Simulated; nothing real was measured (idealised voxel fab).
The process module that follows is named voxel gate over fins.
Section cut is 140 nm wide and gridded with 5 nm square cells.
A cross-section is a grid of square cells, given in bands from the top down. A band is one or more rows of cells.
Basically the band line says how high the top is and how high the bottom is, in nm, and then what's in it from left to right, every material with its width in nm. Empty space shows up as "blank", and if a single material carries "everywhere" it runs the full band edge to edge.
Note: height 0 marks the level under which the wafer is uniformly one material as received. Lowest band unbounded below, written "0 down".
Graded width ("30..40"): value in top row of band = first number; value in bottom row = second number; row-to-row change constant.
No cell of the cross-section changed in a step that is given as "nothing altered".
The entry titled "Enclosed cavities" provides the empty spaces that have no open way to the top, restricted to those of 8 cells or more. Each is presented as width x height at distance, the distance being measured from the left edge, with all three in nm.
Where a step's line continues beyond its settings, the continuation is a remark by the simulator itself on that step.
"overlay nm" denotes, for a step that has a mask, the displacement of the mask to the right of its planned place, with negative values corresponding to the left.
**The process steps that were planned are listed below**
- 1: RECEIVE | material Si
- 2: CONFORMAL_DEP | material SiN | thk nm 5
- 3: MASKED_ETCH | tone cover | mask id FINS | width nm 15 | pitch nm 45 | etch materials SiN | depth nm 5 | overlay nm 0
- 4: MASKED_ETCH | tone cover | mask id FINS | width nm 15 | pitch nm 45 | etch materials Si | depth nm 40 | overlay nm 0
- 5: OXIDIZE | depth nm 5
- 6: FILL_DEP | material SiO2 | thk nm 5
- 7: CMP | height nm 5
- 8: SELECTIVE_ETCH | etch materials SiO2 | depth nm 20
- 9: STRIP | etch materials SiN
- 10: CONFORMAL_DEP | material HfO2 | thk nm 5
- 11: CONFORMAL_DEP | material TiN | thk nm 5
- 12: FILL_DEP | material W | thk nm 15
- 13: CMP | height nm 20
- 14: CONFORMAL_DEP | material SiN | thk nm 10
**So, the first of our two wafers, run just as we planned it**
**as received, after step 1**
0 down: Si everywhere
Enclosed cavities: none
**after step 2**
5 to 0: SiN everywhere
Note: structure below 0 unchanged.
**after step 3**
5 to 0: 15 of blank, then 15 of SiN, then 30 of blank, then 15 of SiN, then 30 of blank, then 15 of SiN, then 20 of blank
Note: structure below 0 unchanged.
**after step 4**
5 to 0: 15 of blank, then 15 of SiN, then 30 of blank, then 15 of SiN, then 30 of blank, then 15 of SiN, then 20 of blank
0 to -40: 15 of blank, then 15 of Si, then 30 of blank, then 15 of Si, then 30 of blank, then 15 of Si, then 20 of blank
Note: structure below -40 unchanged.
**after step 5**
5 to 0: 15 of blank, then 15 of SiN, then 30 of blank, then 15 of SiN, then 30 of blank, then 15 of SiN, then 20 of blank
0 to -40: 15 of blank, then 5 of SiO2, then 5 of Si, then 5 of SiO2, then 30 of blank, then 5 of SiO2, then 5 of Si, then 5 of SiO2, then 30 of blank, then 5 of SiO2, then 5 of Si, then 5 of SiO2, then 20 of blank
-40 to -45: 20 of SiO2, then 5 of Si, then 40 of SiO2, then 5 of Si, then 40 of SiO2, then 5 of Si, then 25 of SiO2
Note: structure below -45 unchanged.
**after step 6**
10 to 5: SiO2 everywhere
5 to 0: 15 of SiO2, then 15 of SiN, then 30 of SiO2, then 15 of SiN, then 30 of SiO2, then 15 of SiN, then 20 of SiO2
0 to -45: 20 of SiO2, then 5 of Si, then 40 of SiO2, then 5 of Si, then 40 of SiO2, then 5 of Si, then 25 of SiO2
Note: structure below -45 unchanged.
**after step 7**
5 to 0: 15 of SiO2, then 15 of SiN, then 30 of SiO2, then 15 of SiN, then 30 of SiO2, then 15 of SiN, then 20 of SiO2
Note: structure below 0 unchanged.
**after step 8**
5 to 0: 15 of blank, then 15 of SiN, then 30 of blank, then 15 of SiN, then 30 of blank, then 15 of SiN, then 20 of blank
0 to -15: 20 of blank, then 5 of Si, then 40 of blank, then 5 of Si, then 40 of blank, then 5 of Si, then 25 of blank
Note: structure below -15 unchanged.
**after step 9**
0 to -15: 20 of blank, then 5 of Si, then 40 of blank, then 5 of Si, then 40 of blank, then 5 of Si, then 25 of blank
Note: structure below -15 unchanged.
**after step 10**
5 to 0: 15 of blank, then 15 of HfO2, then 30 of blank, then 15 of HfO2, then 30 of blank, then 15 of HfO2, then 20 of blank
0 to -10: 15 of blank, then 5 of HfO2, then 5 of Si, then 5 of HfO2, then 30 of blank, then 5 of HfO2, then 5 of Si, then 5 of HfO2, then 30 of blank, then 5 of HfO2, then 5 of Si, then 5 of HfO2, then 20 of blank
-10 to -15: 20 of HfO2, then 5 of Si, then 40 of HfO2, then 5 of Si, then 40 of HfO2, then 5 of Si, then 25 of HfO2
Note: structure below -15 unchanged.
**after step 11**
10 to 5: 10 of blank, then 25 of TiN, then 20 of blank, then 25 of TiN, then 20 of blank, then 25 of TiN, then 15 of blank
5 to 0: 10 of blank, then 5 of TiN, then 15 of HfO2, then 5 of TiN, then 20 of blank, then 5 of TiN, then 15 of HfO2, then 5 of TiN, then 20 of blank, then 5 of TiN, then 15 of HfO2, then 5 of TiN, then 15 of blank
0 to -5: 10 of blank, then 5 of TiN, then 5 of HfO2, then 5 of Si, then 5 of HfO2, then 5 of TiN, then 20 of blank, then 5 of TiN, then 5 of HfO2, then 5 of Si, then 5 of HfO2, then 5 of TiN, then 20 of blank, then 5 of TiN, then 5 of HfO2, then 5 of Si, then 5 of HfO2, then 5 of TiN, then 15 of blank
-5 to -10: 15 of TiN, then 5 of HfO2, then 5 of Si, then 5 of HfO2, then 30 of TiN, then 5 of HfO2, then 5 of Si, then 5 of HfO2, then 30 of TiN, then 5 of HfO2, then 5 of Si, then 5 of HfO2, then 20 of TiN
Note: structure below -10 unchanged.
**after step 12**
25 to 10: W everywhere
10 to 5: 10 of W, then 25 of TiN, then 20 of W, then 25 of TiN, then 20 of W, then 25 of TiN, then 15 of W
5 to 0: 10 of W, then 5 of TiN, then 15 of HfO2, then 5 of TiN, then 20 of W, then 5 of TiN, then 15 of HfO2, then 5 of TiN, then 20 of W, then 5 of TiN, then 15 of HfO2, then 5 of TiN, then 15 of W
0 to -5: 10 of W, then 5 of TiN, then 5 of HfO2, then 5 of Si, then 5 of HfO2, then 5 of TiN, then 20 of W, then 5 of TiN, then 5 of HfO2, then 5 of Si, then 5 of HfO2, then 5 of TiN, then 20 of W, then 5 of TiN, then 5 of HfO2, then 5 of Si, then 5 of HfO2, then 5 of TiN, then 15 of W
Note: structure below -5 unchanged.
**after step 13**
20 to 10: W everywhere
Note: structure below 10 unchanged.
**after step 14**
30 to 20: SiN everywhere
Note: structure below 20 unchanged.
**Second of two: same start, same plan, one run error; steps up to and including 7 match the first**
**Second wafer cross-section, taken as of the time the plan sets for step 8 to be done**
5 to 0: 15 of blank, then 15 of SiN, then 30 of blank, then 15 of SiN, then 30 of blank, then 15 of SiN, then 20 of blank
0 to -35: 20 of blank, then 5 of Si, then 40 of blank, then 5 of Si, then 40 of blank, then 5 of Si, then 25 of blank
Note: structure below -35 unchanged.
**Second wafer cross-section, taken as of the time the plan sets for step 9 to be done**
0 to -35: 20 of blank, then 5 of Si, then 40 of blank, then 5 of Si, then 40 of blank, then 5 of Si, then 25 of blank
Note: structure below -35 unchanged.
**Second wafer cross-section, taken as of the time the plan sets for step 10 to be done**
5 to 0: 15 of blank, then 15 of HfO2, then 30 of blank, then 15 of HfO2, then 30 of blank, then 15 of HfO2, then 20 of blank
0 to -30: 15 of blank, then 5 of HfO2, then 5 of Si, then 5 of HfO2, then 30 of blank, then 5 of HfO2, then 5 of Si, then 5 of HfO2, then 30 of blank, then 5 of HfO2, then 5 of Si, then 5 of HfO2, then 20 of blank
-30 to -35: 20 of HfO2, then 5 of Si, then 40 of HfO2, then 5 of Si, then 40 of HfO2, then 5 of Si, then 25 of HfO2
Note: structure below -35 unchanged.
**Second wafer cross-section, taken as of the time the plan sets for step 11 to be done**
10 to 5: 10 of blank, then 25 of TiN, then 20 of blank, then 25 of TiN, then 20 of blank, then 25 of TiN, then 15 of blank
5 to 0: 10 of blank, then 5 of TiN, then 15 of HfO2, then 5 of TiN, then 20 of blank, then 5 of TiN, then 15 of HfO2, then 5 of TiN, then 20 of blank, then 5 of TiN, then 15 of HfO2, then 5 of TiN, then 15 of blank
0 to -25: 10 of blank, then 5 of TiN, then 5 of HfO2, then 5 of Si, then 5 of HfO2, then 5 of TiN, then 20 of blank, then 5 of TiN, then 5 of HfO2, then 5 of Si, then 5 of HfO2, then 5 of TiN, then 20 of blank, then 5 of TiN, then 5 of HfO2, then 5 of Si, then 5 of HfO2, then 5 of TiN, then 15 of blank
-25 to -30: 15 of TiN, then 5 of HfO2, then 5 of Si, then 5 of HfO2, then 30 of TiN, then 5 of HfO2, then 5 of Si, then 5 of HfO2, then 30 of TiN, then 5 of HfO2, then 5 of Si, then 5 of HfO2, then 20 of TiN
Note: structure below -30 unchanged.
**Second wafer cross-section, taken as of the time the plan sets for step 12 to be done**
25 to 10: W everywhere
10 to 5: 10 of W, then 25 of TiN, then 20 of W, then 25 of TiN, then 20 of W, then 25 of TiN, then 15 of W
5 to 0: 10 of W, then 5 of TiN, then 15 of HfO2, then 5 of TiN, then 20 of W, then 5 of TiN, then 15 of HfO2, then 5 of TiN, then 20 of W, then 5 of TiN, then 15 of HfO2, then 5 of TiN, then 15 of W
0 to -25: 10 of W, then 5 of TiN, then 5 of HfO2, then 5 of Si, then 5 of HfO2, then 5 of TiN, then 20 of W, then 5 of TiN, then 5 of HfO2, then 5 of Si, then 5 of HfO2, then 5 of TiN, then 20 of W, then 5 of TiN, then 5 of HfO2, then 5 of Si, then 5 of HfO2, then 5 of TiN, then 15 of W
Note: structure below -25 unchanged.
**Second wafer cross-section, taken as of the time the plan sets for step 13 to be done**
20 to 10: W everywhere
Note: structure below 10 unchanged.
**Second wafer cross-section, taken as of the time the plan sets for step 14 to be done**
30 to 20: SiN everywhere
Note: structure below 20 unchanged.
what went wrong: the plan's step 8 ran twice
Per the end-of-run cell counts, the second wafer holds more or fewer of some materials than the first: +24 HfO2 | -100 SiO2 | +24 TiN | +52 W
